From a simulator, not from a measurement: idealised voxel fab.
process module | voxel spacer lines
cross-section cut | 155 nm wide | cells 5 nm
A cross-section is a grid of square cells, given in bands from the top down. A band is one or more rows of cells.
Each band's line starts with the height of the band's top and of its bottom, in nm. Then come its materials from left to right, each with its width in nm. One material with "throughout" fills the band from edge to edge. "air" is empty space.
Height 0 is the level under which the wafer as received is all one material. The lowest band goes on downwards, as in "0 down".
A width such as "30 to 40" changes by the same amount from each row of cells to the next, from the band's top row to its bottom row.
"no change" after a step means that no cell of the cross-section changed.
closed voids: empty space of 8 cells or more with no open way to the top, each as width x height at its distance from the left edge, in nm
after a step's settings: what the simulator itself notes on the step
overlay nm, on a step with a mask: how far to the right of its planned place the mask lay; to the left if negative
plan
1 op RECEIVE | material Si
2 op CONFORMAL_DEP | material Al2O3 | thk nm 5
3 op DIRECTIONAL_DEP | material SiN | thk nm 10
4 op DIRECTIONAL_DEP | material polySi | thk nm 20
5 op PATTERN | tone cover | mask id MANDREL | material resist | width nm 25 | pitch nm 70 | thk nm 25 | overlay nm 0
6 op DIRECTIONAL_ETCH | etch materials polySi | depth nm 20
7 op STRIP | etch materials resist
8 op CONFORMAL_DEP | material SiO2 | thk nm 10
9 op DIRECTIONAL_ETCH | etch materials SiO2 | depth nm 10
10 op STRIP | etch materials polySi
11 op DIRECTIONAL_ETCH | etch materials SiN | depth nm 10
12 op STRIP | etch materials SiO2
as received, after step 1
  0 down: Si throughout
  closed voids: none
first wafer at the end, as planned
  15 to 5: air 20 | SiN 10 | air 25 | SiN 10 | air 25 | SiN 10 | air 25 | SiN 10 | air 20
  5 to 0: Al2O3 throughout
  0 down: Si throughout
  closed voids: none
second wafer at the end: like start, like plan, one mistake
  10 to 0: air 20 | SiN 10 | air 25 | SiN 10 | air 25 | SiN 10 | air 25 | SiN 10 | air 20
  0 down: Si throughout
  closed voids: none
what went wrong: step 2 was left out
at the end the second wafer has, in cells: 31 fewer of Al2O3
